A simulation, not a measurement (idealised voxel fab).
Documented hereafter: the process module known as voxel air gaps.
Cross-section cut spans 275 nm and uses square cells 5 nm in size.
Bands, listed from the top down, are how a cross-section gets written in this document; the cross-section itself is a grid of square cells, and a band is one or more rows of them. The entry gives the band's vertical extent as a top height and a bottom height in nm, then its horizontal make-up as materials from left to right, each with a width in nm. "empty" stands for empty space; a single material marked "throughout" fills the band edge to edge. Beneath 0, the wafer as received is one material, and that level is where height counting begins. The lowest band goes on downward without a bottom; it is written like "0 and below". The expression "30..40" gives the width at the extremes of the band, the first number at its top row of cells and the second at its bottom row, with the width changing by equal amounts from each row to the next in between. "nothing got changed" for a step: no cell of the cross-section changed in that step. Basically, "Enclosed void list" tells you about the enclosed voids: empty spaces with no open way to the top, 8 cells or bigger, each written width x height at distance, where distance is from the left edge, all in nm. Formally, on a step line, whatever follows the settings is a remark that the simulator itself makes on the step. You can add "overlay nm" to a step's line. For a step with a mask, it describes how far the mask lay to the right of its planned position, and a negative number describes a lay to the left. For the reader: what remains of this document is a series of pairs, each showing a cross-section before one process step and a cross-section after that step which reaches down only to the lowest band that changed, with the step between them and its settings set out under the pair. It should not be assumed that a pair continues from the pair above it; the pairs can come from different runs of this module on the same starting wafer, and such continuity exists only where the entry headed "Pre-step" says so.

Pre-step:
- 0 and below = Si throughout
- Enclosed void list: none

After:
- 10 down to 0 = SiO2 throughout
- All layers under 0 are left as they were.
- Enclosed void list: none
Between the two cross-sections shown above, the process step is CONFORMAL_DEP: material SiO2, thk nm 10

Pre-step: nothing new to draw here, it's the after view of the pair just above.

After:
- 15 down to 10 = SiCN throughout
- All layers under 10 are left as they were.
- Enclosed void list: none
Between the two cross-sections shown above, the process step is CONFORMAL_DEP: material SiCN, thk nm 5

Pre-step: nothing new to draw here, it's the after view of the pair just above.

After:
- 50 down to 15 = SiO2 throughout
- All layers under 15 are left as they were.
- Enclosed void list: none
Between the two cross-sections shown above, the process step is DIRECTIONAL_DEP: material SiO2, thk nm 35

Pre-step: nothing new to draw here, it's the after view of the pair just above.

After:
- 50 down to 15 = SiO2: 80 | empty: 20 | SiO2: 25 | empty: 20 | SiO2: 25 | empty: 20 | SiO2: 85
- All layers under 15 are left as they were.
- Enclosed void list: none
Between the two cross-sections shown above, the process step is MASKED_ETCH: tone open, mask id LINES, width nm 20, pitch nm 45, etch materials SiO2, depth nm 35, overlay nm 0

Pre-step: nothing new to draw here, it's the after view of the pair just above.

After:
- 55 down to 50 = TiN: 85 | empty: 10 | TiN: 35 | empty: 10 | TiN: 35 | empty: 10 | TiN: 90
- 50 down to 20 = SiO2: 80 | TiN: 5 | empty: 10 | TiN: 5 | SiO2: 25 | TiN: 5 | empty: 10 | TiN: 5 | SiO2: 25 | TiN: 5 | empty: 10 | TiN: 5 | SiO2: 85
- 20 down to 15 = SiO2: 80 | TiN: 20 | SiO2: 25 | TiN: 20 | SiO2: 25 | TiN: 20 | SiO2: 85
- All layers under 15 are left as they were.
- Enclosed void list: none
Between the two cross-sections shown above, the process step is CONFORMAL_DEP: material TiN, thk nm 5

Pre-step: nothing new to draw here, it's the after view of the pair just above.

After:
- 60 down to 55 = Ru throughout
- 55 down to 50 = TiN: 85 | Ru: 10 | TiN: 35 | Ru: 10 | TiN: 35 | Ru: 10 | TiN: 90
- 50 down to 20 = SiO2: 80 | TiN: 5 | Ru: 10 | TiN: 5 | SiO2: 25 | TiN: 5 | Ru: 10 | TiN: 5 | SiO2: 25 | TiN: 5 | Ru: 10 | TiN: 5 | SiO2: 85
- All layers under 20 are left as they were.
- Enclosed void list: none
Between the two cross-sections shown above, the process step is FILL_DEP: material Ru, thk nm 5

Pre-step: nothing new to draw here, it's the after view of the pair just above.

After:
- 50 down to 20 = SiO2: 80 | TiN: 5 | Ru: 10 | TiN: 5 | SiO2: 25 | TiN: 5 | Ru: 10 | TiN: 5 | SiO2: 25 | TiN: 5 | Ru: 10 | TiN: 5 | SiO2: 85
- All layers under 20 are left as they were.
- Enclosed void list: none
Between the two cross-sections shown above, the process step is CMP: height nm 50

Pre-step: nothing new to draw here, it's the after view of the pair just above.

After:
- 60 down to 50 = empty: 70 | Ru: 40 | empty: 5 | Ru: 40 | empty: 5 | Ru: 40 | empty: 75
- All layers under 50 are left as they were.
- Enclosed void list: none
Between the two cross-sections shown above, the process step is EPI: material Ru, thk nm 10

Pre-step: nothing new to draw here, it's the after view of the pair just above.

After:
- 60 down to 50 = empty: 70 | Ru: 40 | empty: 5 | Ru: 40 | empty: 5 | Ru: 40 | empty: 75
- 50 down to 20 = empty: 80 | TiN: 5 | Ru: 10 | TiN: 5 | empty: 25 | TiN: 5 | Ru: 10 | TiN: 5 | empty: 25 | TiN: 5 | Ru: 10 | TiN: 5 | empty: 85
- 20 down to 15 = empty: 80 | TiN: 20 | empty: 25 | TiN: 20 | empty: 25 | TiN: 20 | empty: 85
- All layers under 15 are left as they were.
- Enclosed void list: none
Between the two cross-sections shown above, the process step is SELECTIVE_ETCH: etch materials SiO2, depth nm 45

Pre-step: nothing new to draw here, it's the after view of the pair just above.

After:
- 65 down to 60 = empty: 65 | SiCN: 140 | empty: 70
- 60 down to 50 = empty: 65 | SiCN: 5 | Ru: 40 | SiCN: 5 | Ru: 40 | SiCN: 5 | Ru: 40 | SiCN: 5 | empty: 70
- 50 down to 45 = empty: 65 | SiCN: 15 | TiN: 5 | Ru: 10 | TiN: 5 | SiCN: 25 | TiN: 5 | Ru: 10 | TiN: 5 | SiCN: 25 | TiN: 5 | Ru: 10 | TiN: 5 | SiCN: 15 | empty: 70
- 45 down to 20 = empty: 75 | SiCN: 5 | TiN: 5 | Ru: 10 | TiN: 5 | SiCN: 5 | empty: 15 | SiCN: 5 | TiN: 5 | Ru: 10 | TiN: 5 | SiCN: 5 | empty: 15 | SiCN: 5 | TiN: 5 | Ru: 10 | TiN: 5 | SiCN: 5 | empty: 80
- 20 down to 15 = SiCN: 80 | TiN: 20 | SiCN: 25 | TiN: 20 | SiCN: 25 | TiN: 20 | SiCN: 85
- All layers under 15 are left as they were.
- Enclosed void list: 15 x 25 at 105; 15 x 25 at 150
Between the two cross-sections shown above, the process step is CONFORMAL_DEP: material SiCN, thk nm 5

Pre-step:
- 10 down to 0 = SiO2 throughout
- 0 and below = Si throughout
- Enclosed void list: none

After:
- 45 down to 0 = SiO2 throughout
- All layers under 0 are left as they were.
- Enclosed void list: none
Between the two cross-sections shown above, the process step is DIRECTIONAL_DEP: material SiO2, thk nm 35

Pre-step: nothing new to draw here, it's the after view of the pair just above.

After:
- 45 down to 10 = SiO2: 80 | empty: 20 | SiO2: 25 | empty: 20 | SiO2: 25 | empty: 20 | SiO2: 85
- All layers under 10 are left as they were.
- Enclosed void list: none
Between the two cross-sections shown above, the process step is MASKED_ETCH: tone open, mask id LINES, width nm 20, pitch nm 45, etch materials SiO2, depth nm 35, overlay nm 0

Pre-step: nothing new to draw here, it's the after view of the pair just above.

After:
- 50 down to 45 = TiN: 85 | empty: 10 | TiN: 35 | empty: 10 | TiN: 35 | empty: 10 | TiN: 90
- 45 down to 15 = SiO2: 80 | TiN: 5 | empty: 10 | TiN: 5 | SiO2: 25 | TiN: 5 | empty: 10 | TiN: 5 | SiO2: 25 | TiN: 5 | empty: 10 | TiN: 5 | SiO2: 85
- 15 down to 10 = SiO2: 80 | TiN: 20 | SiO2: 25 | TiN: 20 | SiO2: 25 | TiN: 20 | SiO2: 85
- All layers under 10 are left as they were.
- Enclosed void list: none
Between the two cross-sections shown above, the process step is CONFORMAL_DEP: material TiN, thk nm 5

Pre-step: nothing new to draw here, it's the after view of the pair just above.

After:
- 55 down to 50 = Ru throughout
- 50 down to 45 = TiN: 85 | Ru: 10 | TiN: 35 | Ru: 10 | TiN: 35 | Ru: 10 | TiN: 90
- 45 down to 15 = SiO2: 80 | TiN: 5 | Ru: 10 | TiN: 5 | SiO2: 25 | TiN: 5 | Ru: 10 | TiN: 5 | SiO2: 25 | TiN: 5 | Ru: 10 | TiN: 5 | SiO2: 85
- All layers under 15 are left as they were.
- Enclosed void list: none
Between the two cross-sections shown above, the process step is FILL_DEP: material Ru, thk nm 5

Pre-step: nothing new to draw here, it's the after view of the pair just above.

After:
- 50 down to 45 = TiN: 85 | Ru: 10 | TiN: 35 | Ru: 10 | TiN: 35 | Ru: 10 | TiN: 90
- All layers under 45 are left as they were.
- Enclosed void list: none
Between the two cross-sections shown above, the process step is CMP: height nm 50

Pre-step: nothing new to draw here, it's the after view of the pair just above.

After:
- 60 down to 50 = Ru throughout
- All layers under 50 are left as they were.
- Enclosed void list: none
Between the two cross-sections shown above, the process step is EPI: material Ru, thk nm 10

Pre-step: nothing new to draw here, it's the after view of the pair just above.

After:
- 65 down to 60 = SiCN throughout
- All layers under 60 are left as they were.
- Enclosed void list: none
Between the two cross-sections shown above, the process step is CONFORMAL_DEP: material SiCN, thk nm 5

Pre-step:
- 60 down to 50 = empty: 70 | Ru: 40 | empty: 5 | Ru: 40 | empty: 5 | Ru: 40 | empty: 75
- 50 down to 20 = SiO2: 80 | TiN: 5 | Ru: 10 | TiN: 5 | SiO2: 25 | TiN: 5 | Ru: 10 | TiN: 5 | SiO2: 25 | TiN: 5 | Ru: 10 | TiN: 5 | SiO2: 85
- 20 down to 15 = SiO2: 80 | TiN: 20 | SiO2: 25 | TiN: 20 | SiO2: 25 | TiN: 20 | SiO2: 85
- 15 down to 10 = SiCN throughout
- 10 down to 0 = SiO2 throughout
- 0 and below = Si throughout
- Enclosed void list: none

After:
- 70 down to 50 = empty: 60 | Ru: 150 | empty: 65
- All layers under 50 are left as they were.
- Enclosed void list: none
Between the two cross-sections shown above, the process step is EPI: material Ru, thk nm 10

Pre-step: nothing new to draw here, it's the after view of the pair just above.

After:
- 70 down to 50 = empty: 60 | Ru: 150 | empty: 65
- 50 down to 20 = empty: 80 | TiN: 5 | Ru: 10 | TiN: 5 | SiO2: 25 | TiN: 5 | Ru: 10 | TiN: 5 | SiO2: 25 | TiN: 5 | Ru: 10 | TiN: 5 | empty: 85
- 20 down to 15 = empty: 80 | TiN: 20 | SiO2: 25 | TiN: 20 | SiO2: 25 | TiN: 20 | empty: 85
- All layers under 15 are left as they were.
- Enclosed void list: none
Between the two cross-sections shown above, the process step is SELECTIVE_ETCH: etch materials SiO2, depth nm 45

Pre-step: nothing new to draw here, it's the after view of the pair just above.

After:
- 75 down to 70 = empty: 55 | SiCN: 160 | empty: 60
- 70 down to 50 = empty: 55 | SiCN: 5 | Ru: 150 | SiCN: 5 | empty: 60
- 50 down to 45 = empty: 55 | SiCN: 25 | TiN: 5 | Ru: 10 | TiN: 5 | SiO2: 25 | TiN: 5 | Ru: 10 | TiN: 5 | SiO2: 25 | TiN: 5 | Ru: 10 | TiN: 5 | SiCN: 25 | empty: 60
- 45 down to 20 = empty: 75 | SiCN: 5 | TiN: 5 | Ru: 10 | TiN: 5 | SiO2: 25 | TiN: 5 | Ru: 10 | TiN: 5 | SiO2: 25 | TiN: 5 | Ru: 10 | TiN: 5 | SiCN: 5 | empty: 80
- 20 down to 15 = SiCN: 80 | TiN: 20 | SiO2: 25 | TiN: 20 | SiO2: 25 | TiN: 20 | SiCN: 85
- All layers under 15 are left as they were.
- Enclosed void list: none
Between the two cross-sections shown above, the process step is CONFORMAL_DEP: material SiCN, thk nm 5

Pre-step:
- 50 down to 20 = SiO2: 80 | TiN: 5 | Ru: 10 | TiN: 5 | SiO2: 25 | TiN: 5 | Ru: 10 | TiN: 5 | SiO2: 25 | TiN: 5 | Ru: 10 | TiN: 5 | SiO2: 85
- 20 down to 15 = SiO2: 80 | TiN: 20 | SiO2: 25 | TiN: 20 | SiO2: 25 | TiN: 20 | SiO2: 85
- 15 down to 10 = SiCN throughout
- 10 down to 0 = SiO2 throughout
- 0 and below = Si throughout
- Enclosed void list: none

After:
- 50 down to 20 = empty: 80 | TiN: 5 | Ru: 10 | TiN: 5 | empty: 25 | TiN: 5 | Ru: 10 | TiN: 5 | empty: 25 | TiN: 5 | Ru: 10 | TiN: 5 | empty: 85
- 20 down to 15 = empty: 80 | TiN: 20 | empty: 25 | TiN: 20 | empty: 25 | TiN: 20 | empty: 85
- All layers under 15 are left as they were.
- Enclosed void list: none
Between the two cross-sections shown above, the process step is SELECTIVE_ETCH: etch materials SiO2, depth nm 45

Pre-step: nothing new to draw here, it's the after view of the pair just above.

After:
- 60 down to 50 = empty: 70 | Ru: 40 | empty: 5 | Ru: 40 | empty: 5 | Ru: 40 | empty: 75
- 50 down to 20 = empty: 70 | Ru: 10 | TiN: 5 | Ru: 10 | TiN: 5 | Ru: 10 | empty: 5 | Ru: 10 | TiN: 5 | Ru: 10 | TiN: 5 | Ru: 10 | empty: 5 | Ru: 10 | TiN: 5 | Ru: 10 | TiN: 5 | Ru: 10 | empty: 75
- 20 down to 15 = empty: 70 | Ru: 10 | TiN: 20 | Ru: 10 | empty: 5 | Ru: 10 | TiN: 20 | Ru: 10 | empty: 5 | Ru: 10 | TiN: 20 | Ru: 10 | empty: 75
- All layers under 15 are left as they were.
- Enclosed void list: none
Between the two cross-sections shown above, the process step is EPI: material Ru, thk nm 10

Pre-step: nothing new to draw here, it's the after view of the pair just above.

After:
- 65 down to 60 = empty: 65 | SiCN: 140 | empty: 70
- 60 down to 50 = empty: 65 | SiCN: 5 | Ru: 40 | SiCN: 5 | Ru: 40 | SiCN: 5 | Ru: 40 | SiCN: 5 | empty: 70
- 50 down to 20 = empty: 65 | SiCN: 5 | Ru: 10 | TiN: 5 | Ru: 10 | TiN: 5 | Ru: 10 | SiCN: 5 | Ru: 10 | TiN: 5 | Ru: 10 | TiN: 5 | Ru: 10 | SiCN: 5 | Ru: 10 | TiN: 5 | Ru: 10 | TiN: 5 | Ru: 10 | SiCN: 5 | empty: 70
- 20 down to 15 = SiCN: 70 | Ru: 10 | TiN: 20 | Ru: 10 | SiCN: 5 | Ru: 10 | TiN: 20 | Ru: 10 | SiCN: 5 | Ru: 10 | TiN: 20 | Ru: 10 | SiCN: 75
- All layers under 15 are left as they were.
- Enclosed void list: none
Between the two cross-sections shown above, the process step is CONFORMAL_DEP: material SiCN, thk nm 5

Pre-step:
- 0 and below = Si throughout
- Enclosed void list: none

After:
- 5 down to 0 = SiO2 throughout
- All layers under 0 are left as they were.
- Enclosed void list: none
Between the two cross-sections shown above, the process step is CONFORMAL_DEP: material SiO2, thk nm 5

Pre-step: nothing new to draw here, it's the after view of the pair just above.

After:
- 10 down to 5 = SiCN throughout
- All layers under 5 are left as they were.
- Enclosed void list: none
Between the two cross-sections shown above, the process step is CONFORMAL_DEP: material SiCN, thk nm 5

Pre-step: nothing new to draw here, it's the after view of the pair just above.

After:
- 45 down to 10 = SiO2 throughout
- All layers under 10 are left as they were.
- Enclosed void list: none
Between the two cross-sections shown above, the process step is DIRECTIONAL_DEP: material SiO2, thk nm 35

Pre-step: nothing new to draw here, it's the after view of the pair just above.

After:
- 45 down to 10 = SiO2: 80 | empty: 20 | SiO2: 25 | empty: 20 | SiO2: 25 | empty: 20 | SiO2: 85
- All layers under 10 are left as they were.
- Enclosed void list: none
Between the two cross-sections shown above, the process step is MASKED_ETCH: tone open, mask id LINES, width nm 20, pitch nm 45, etch materials SiO2, depth nm 35, overlay nm 0

Pre-step: nothing new to draw here, it's the after view of the pair just above.

After:
- 50 down to 45 = TiN: 85 | empty: 10 | TiN: 35 | empty: 10 | TiN: 35 | empty: 10 | TiN: 90
- 45 down to 15 = SiO2: 80 | TiN: 5 | empty: 10 | TiN: 5 | SiO2: 25 | TiN: 5 | empty: 10 | TiN: 5 | SiO2: 25 | TiN: 5 | empty: 10 | TiN: 5 | SiO2: 85
- 15 down to 10 = SiO2: 80 | TiN: 20 | SiO2: 25 | TiN: 20 | SiO2: 25 | TiN: 20 | SiO2: 85
- All layers under 10 are left as they were.
- Enclosed void list: none
Between the two cross-sections shown above, the process step is CONFORMAL_DEP: material TiN, thk nm 5

Pre-step: nothing new to draw here, it's the after view of the pair just above.

After:
- 55 down to 50 = Ru throughout
- 50 down to 45 = TiN: 85 | Ru: 10 | TiN: 35 | Ru: 10 | TiN: 35 | Ru: 10 | TiN: 90
- 45 down to 15 = SiO2: 80 | TiN: 5 | Ru: 10 | TiN: 5 | SiO2: 25 | TiN: 5 | Ru: 10 | TiN: 5 | SiO2: 25 | TiN: 5 | Ru: 10 | TiN: 5 | SiO2: 85
- All layers under 15 are left as they were.
- Enclosed void list: none
Between the two cross-sections shown above, the process step is FILL_DEP: material Ru, thk nm 5

Pre-step: nothing new to draw here, it's the after view of the pair just above.

After:
- 50 down to 45 = TiN: 85 | Ru: 10 | TiN: 35 | Ru: 10 | TiN: 35 | Ru: 10 | TiN: 90
- All layers under 45 are left as they were.
- Enclosed void list: none
Between the two cross-sections shown above, the process step is CMP: height nm 50

Pre-step: nothing new to draw here, it's the after view of the pair just above.

After:
- 60 down to 50 = Ru throughout
- All layers under 50 are left as they were.
- Enclosed void list: none
Between the two cross-sections shown above, the process step is EPI: material Ru, thk nm 10

Pre-step: nothing new to draw here, it's the after view of the pair just above.

After:
- 65 down to 60 = SiCN throughout
- All layers under 60 are left as they were.
- Enclosed void list: none
Between the two cross-sections shown above, the process step is CONFORMAL_DEP: material SiCN, thk nm 5

Pre-step:
- 50 down to 15 = SiO2 throughout
- 15 down to 10 = SiCN throughout
- 10 down to 0 = SiO2 throughout
- 0 and below = Si throughout
- Enclosed void list: none

After:
- 50 down to 15 = SiO2: 85 | empty: 15 | SiO2: 30 | empty: 15 | SiO2: 30 | empty: 15 | SiO2: 85
- All layers under 15 are left as they were.
- Enclosed void list: none
Between the two cross-sections shown above, the process step is MASKED_ETCH: tone open, mask id LINES, width nm 15, pitch nm 45, etch materials SiO2, depth nm 35, overlay nm 0

Pre-step: nothing new to draw here, it's the after view of the pair just above.

After:
- 55 down to 50 = TiN: 90 | empty: 5 | TiN: 40 | empty: 5 | TiN: 40 | empty: 5 | TiN: 90
- 50 down to 20 = SiO2: 85 | TiN: 5 | empty: 5 | TiN: 5 | SiO2: 30 | TiN: 5 | empty: 5 | TiN: 5 | SiO2: 30 | TiN: 5 | empty: 5 | TiN: 5 | SiO2: 85
- 20 down to 15 = SiO2: 85 | TiN: 15 | SiO2: 30 | TiN: 15 | SiO2: 30 | TiN: 15 | SiO2: 85
- All layers under 15 are left as they were.
- Enclosed void list: none
Between the two cross-sections shown above, the process step is CONFORMAL_DEP: material TiN, thk nm 5

Pre-step: nothing new to draw here, it's the after view of the pair just above.

After:
- 60 down to 55 = Ru throughout
- 55 down to 50 = TiN: 90 | Ru: 5 | TiN: 40 | Ru: 5 | TiN: 40 | Ru: 5 | TiN: 90
- 50 down to 20 = SiO2: 85 | TiN: 5 | Ru: 5 | TiN: 5 | SiO2: 30 | TiN: 5 | Ru: 5 | TiN: 5 | SiO2: 30 | TiN: 5 | Ru: 5 | TiN: 5 | SiO2: 85
- All layers under 20 are left as they were.
- Enclosed void list: none
Between the two cross-sections shown above, the process step is FILL_DEP: material Ru, thk nm 5

Pre-step: nothing new to draw here, it's the after view of the pair just above.

After:
- 50 down to 20 = SiO2: 85 | TiN: 5 | Ru: 5 | TiN: 5 | SiO2: 30 | TiN: 5 | Ru: 5 | TiN: 5 | SiO2: 30 | TiN: 5 | Ru: 5 | TiN: 5 | SiO2: 85
- All layers under 20 are left as they were.
- Enclosed void list: none
Between the two cross-sections shown above, the process step is CMP: height nm 50

Pre-step: nothing new to draw here, it's the after view of the pair just above.

After:
- 60 down to 50 = empty: 75 | Ru: 35 | empty: 10 | Ru: 35 | empty: 10 | Ru: 35 | empty: 75
- All layers under 50 are left as they were.
- Enclosed void list: none
Between the two cross-sections shown above, the process step is EPI: material Ru, thk nm 10

Pre-step: nothing new to draw here, it's the after view of the pair just above.

After:
- 60 down to 50 = empty: 75 | Ru: 35 | empty: 10 | Ru: 35 | empty: 10 | Ru: 35 | empty: 75
- 50 down to 20 = empty: 85 | TiN: 5 | Ru: 5 | TiN: 5 | empty: 30 | TiN: 5 | Ru: 5 | TiN: 5 | empty: 30 | TiN: 5 | Ru: 5 | TiN: 5 | empty: 85
- 20 down to 15 = empty: 85 | TiN: 15 | empty: 30 | TiN: 15 | empty: 30 | TiN: 15 | empty: 85
- All layers under 15 are left as they were.
- Enclosed void list: none
Between the two cross-sections shown above, the process step is SELECTIVE_ETCH: etch materials SiO2, depth nm 45

Pre-step: nothing new to draw here, it's the after view of the pair just above.

After:
- 65 down to 60 = empty: 70 | SiCN: 135 | empty: 70
- 60 down to 50 = empty: 70 | SiCN: 5 | Ru: 35 | SiCN: 10 | Ru: 35 | SiCN: 10 | Ru: 35 | SiCN: 5 | empty: 70
- 50 down to 45 = empty: 70 | SiCN: 15 | TiN: 5 | Ru: 5 | TiN: 5 | SiCN: 30 | TiN: 5 | Ru: 5 | TiN: 5 | SiCN: 30 | TiN: 5 | Ru: 5 | TiN: 5 | SiCN: 15 | empty: 70
- 45 down to 20 = empty: 80 | SiCN: 5 | TiN: 5 | Ru: 5 | TiN: 5 | SiCN: 5 | empty: 20 | SiCN: 5 | TiN: 5 | Ru: 5 | TiN: 5 | SiCN: 5 | empty: 20 | SiCN: 5 | TiN: 5 | Ru: 5 | TiN: 5 | SiCN: 5 | empty: 80
- 20 down to 15 = SiCN: 85 | TiN: 15 | SiCN: 30 | TiN: 15 | SiCN: 30 | TiN: 15 | SiCN: 85
- All layers under 15 are left as they were.
- Enclosed void list: 20 x 25 at 105; 20 x 25 at 150
Between the two cross-sections shown above, the process step is CONFORMAL_DEP: material SiCN, thk nm 5

Pre-step:
- 50 down to 15 = SiO2 throughout
- 15 down to 10 = SiCN throughout
- 10 down to 0 = SiO2 throughout
- 0 and below = Si throughout
- Enclosed void list: none

After:
- 50 down to 15 = SiO2: 70 | empty: 20 | SiO2: 25 | empty: 20 | SiO2: 25 | empty: 20 | SiO2: 95
- All layers under 15 are left as they were.
- Enclosed void list: none
Between the two cross-sections shown above, the process step is MASKED_ETCH: tone open, mask id LINES, width nm 20, pitch nm 45, etch materials SiO2, depth nm 35, overlay nm -10

Pre-step: nothing new to draw here, it's the after view of the pair just above.

After:
- 55 down to 50 = TiN: 75 | empty: 10 | TiN: 35 | empty: 10 | TiN: 35 | empty: 10 | TiN: 100
- 50 down to 20 = SiO2: 70 | TiN: 5 | empty: 10 | TiN: 5 | SiO2: 25 | TiN: 5 | empty: 10 | TiN: 5 | SiO2: 25 | TiN: 5 | empty: 10 | TiN: 5 | SiO2: 95
- 20 down to 15 = SiO2: 70 | TiN: 20 | SiO2: 25 | TiN: 20 | SiO2: 25 | TiN: 20 | SiO2: 95
- All layers under 15 are left as they were.
- Enclosed void list: none
Between the two cross-sections shown above, the process step is CONFORMAL_DEP: material TiN, thk nm 5

Pre-step: nothing new to draw here, it's the after view of the pair just above.

After:
- 60 down to 55 = Ru throughout
- 55 down to 50 = TiN: 75 | Ru: 10 | TiN: 35 | Ru: 10 | TiN: 35 | Ru: 10 | TiN: 100
- 50 down to 20 = SiO2: 70 | TiN: 5 | Ru: 10 | TiN: 5 | SiO2: 25 | TiN: 5 | Ru: 10 | TiN: 5 | SiO2: 25 | TiN: 5 | Ru: 10 | TiN: 5 | SiO2: 95
- All layers under 20 are left as they were.
- Enclosed void list: none
Between the two cross-sections shown above, the process step is FILL_DEP: material Ru, thk nm 5

Pre-step: nothing new to draw here, it's the after view of the pair just above.

After:
- 50 down to 20 = SiO2: 70 | TiN: 5 | Ru: 10 | TiN: 5 | SiO2: 25 | TiN: 5 | Ru: 10 | TiN: 5 | SiO2: 25 | TiN: 5 | Ru: 10 | TiN: 5 | SiO2: 95
- All layers under 20 are left as they were.
- Enclosed void list: none
Between the two cross-sections shown above, the process step is CMP: height nm 50

Pre-step: nothing new to draw here, it's the after view of the pair just above.

After:
- 60 down to 50 = empty: 60 | Ru: 40 | empty: 5 | Ru: 40 | empty: 5 | Ru: 40 | empty: 85
- All layers under 50 are left as they were.
- Enclosed void list: none
Between the two cross-sections shown above, the process step is EPI: material Ru, thk nm 10

Pre-step: nothing new to draw here, it's the after view of the pair just above.

After:
- 60 down to 50 = empty: 60 | Ru: 40 | empty: 5 | Ru: 40 | empty: 5 | Ru: 40 | empty: 85
- 50 down to 20 = empty: 70 | TiN: 5 | Ru: 10 | TiN: 5 | empty: 25 | TiN: 5 | Ru: 10 | TiN: 5 | empty: 25 | TiN: 5 | Ru: 10 | TiN: 5 | empty: 95
- 20 down to 15 = empty: 70 | TiN: 20 | empty: 25 | TiN: 20 | empty: 25 | TiN: 20 | empty: 95
- All layers under 15 are left as they were.
- Enclosed void list: none
Between the two cross-sections shown above, the process step is SELECTIVE_ETCH: etch materials SiO2, depth nm 45

Pre-step: nothing new to draw here, it's the after view of the pair just above.

After:
- 65 down to 60 = empty: 55 | SiCN: 140 | empty: 80
- 60 down to 50 = empty: 55 | SiCN: 5 | Ru: 40 | SiCN: 5 | Ru: 40 | SiCN: 5 | Ru: 40 | SiCN: 5 | empty: 80
- 50 down to 45 = empty: 55 | SiCN: 15 | TiN: 5 | Ru: 10 | TiN: 5 | SiCN: 25 | TiN: 5 | Ru: 10 | TiN: 5 | SiCN: 25 | TiN: 5 | Ru: 10 | TiN: 5 | SiCN: 15 | empty: 80
- 45 down to 20 = empty: 65 | SiCN: 5 | TiN: 5 | Ru: 10 | TiN: 5 | SiCN: 5 | empty: 15 | SiCN: 5 | TiN: 5 | Ru: 10 | TiN: 5 | SiCN: 5 | empty: 15 | SiCN: 5 | TiN: 5 | Ru: 10 | TiN: 5 | SiCN: 5 | empty: 90
- 20 down to 15 = SiCN: 70 | TiN: 20 | SiCN: 25 | TiN: 20 | SiCN: 25 | TiN: 20 | SiCN: 95
- All layers under 15 are left as they were.
- Enclosed void list: 15 x 25 at 95; 15 x 25 at 140
Between the two cross-sections shown above, the process step is CONFORMAL_DEP: material SiCN, thk nm 5

Pre-step:
- 60 down to 50 = empty: 70 | Ru: 40 | empty: 5 | Ru: 40 | empty: 5 | Ru: 40 | empty: 75
- 50 down to 20 = empty: 80 | TiN: 5 | Ru: 10 | TiN: 5 | empty: 25 | TiN: 5 | Ru: 10 | TiN: 5 | empty: 25 | TiN: 5 | Ru: 10 | TiN: 5 | empty: 85
- 20 down to 15 = empty: 80 | TiN: 20 | empty: 25 | TiN: 20 | empty: 25 | TiN: 20 | empty: 85
- 15 down to 10 = SiCN throughout
- 10 down to 0 = SiO2 throughout
- 0 and below = Si throughout
- Enclosed void list: none

After:
- 65 down to 60 = empty: 65 | TiN: 140 | empty: 70
- 60 down to 50 = empty: 65 | TiN: 5 | Ru: 40 | TiN: 5 | Ru: 40 | TiN: 5 | Ru: 40 | TiN: 5 | empty: 70
- 50 down to 45 = empty: 65 | TiN: 20 | Ru: 10 | TiN: 35 | Ru: 10 | TiN: 35 | Ru: 10 | TiN: 20 | empty: 70
- 45 down to 20 = empty: 75 | TiN: 10 | Ru: 10 | TiN: 10 | empty: 15 | TiN: 10 | Ru: 10 | TiN: 10 | empty: 15 | TiN: 10 | Ru: 10 | TiN: 10 | empty: 80
- 20 down to 15 = TiN throughout
- All layers under 15 are left as they were.
- Enclosed void list: 15 x 25 at 105; 15 x 25 at 150
Between the two cross-sections shown above, the process step is CONFORMAL_DEP: material TiN, thk nm 5

Pre-step:
- 50 down to 15 = SiO2 throughout
- 15 down to 10 = SiCN throughout
- 10 down to 0 = SiO2 throughout
- 0 and below = Si throughout
- Enclosed void list: none

After:
- 50 down to 15 = empty: 80 | SiO2: 20 | empty: 25 | SiO2: 20 | empty: 25 | SiO2: 20 | empty: 85
- All layers under 15 are left as they were.
- Enclosed void list: none
Between the two cross-sections shown above, the process step is MASKED_ETCH: tone cover, mask id LINES, width nm 20, pitch nm 45, etch materials SiO2, depth nm 35, overlay nm 0

Pre-step: nothing new to draw here, it's the after view of the pair just above.

After:
- 55 down to 50 = empty: 75 | TiN: 30 | empty: 15 | TiN: 30 | empty: 15 | TiN: 30 | empty: 80
- 50 down to 20 = empty: 75 | TiN: 5 | SiO2: 20 | TiN: 5 | empty: 15 | TiN: 5 | SiO2: 20 | TiN: 5 | empty: 15 | TiN: 5 | SiO2: 20 | TiN: 5 | empty: 80
- 20 down to 15 = TiN: 80 | SiO2: 20 | TiN: 25 | SiO2: 20 | TiN: 25 | SiO2: 20 | TiN: 85
- All layers under 15 are left as they were.
- Enclosed void list: none
Between the two cross-sections shown above, the process step is CONFORMAL_DEP: material TiN, thk nm 5

Pre-step: nothing new to draw here, it's the after view of the pair just above.

After:
- 60 down to 55 = Ru throughout
- 55 down to 50 = Ru: 75 | TiN: 30 | Ru: 15 | TiN: 30 | Ru: 15 | TiN: 30 | Ru: 80
- 50 down to 20 = Ru: 75 | TiN: 5 | SiO2: 20 | TiN: 5 | Ru: 15 | TiN: 5 | SiO2: 20 | TiN: 5 | Ru: 15 | TiN: 5 | SiO2: 20 | TiN: 5 | Ru: 80
- All layers under 20 are left as they were.
- Enclosed void list: none
Between the two cross-sections shown above, the process step is FILL_DEP: material Ru, thk nm 5

Pre-step: nothing new to draw here, it's the after view of the pair just above.

After:
- 50 down to 20 = Ru: 75 | TiN: 5 | SiO2: 20 | TiN: 5 | Ru: 15 | TiN: 5 | SiO2: 20 | TiN: 5 | Ru: 15 | TiN: 5 | SiO2: 20 | TiN: 5 | Ru: 80
- All layers under 20 are left as they were.
- Enclosed void list: none
Between the two cross-sections shown above, the process step is CMP: height nm 50

Pre-step: nothing new to draw here, it's the after view of the pair just above.

After:
- 60 down to 50 = Ru throughout
- All layers under 50 are left as they were.
- Enclosed void list: none
Between the two cross-sections shown above, the process step is EPI: material Ru, thk nm 10

Pre-step: nothing new to draw here, it's the after view of the pair just above.

After:
- 65 down to 60 = SiCN throughout
- All layers under 60 are left as they were.
- Enclosed void list: none
Between the two cross-sections shown above, the process step is CONFORMAL_DEP: material SiCN, thk nm 5
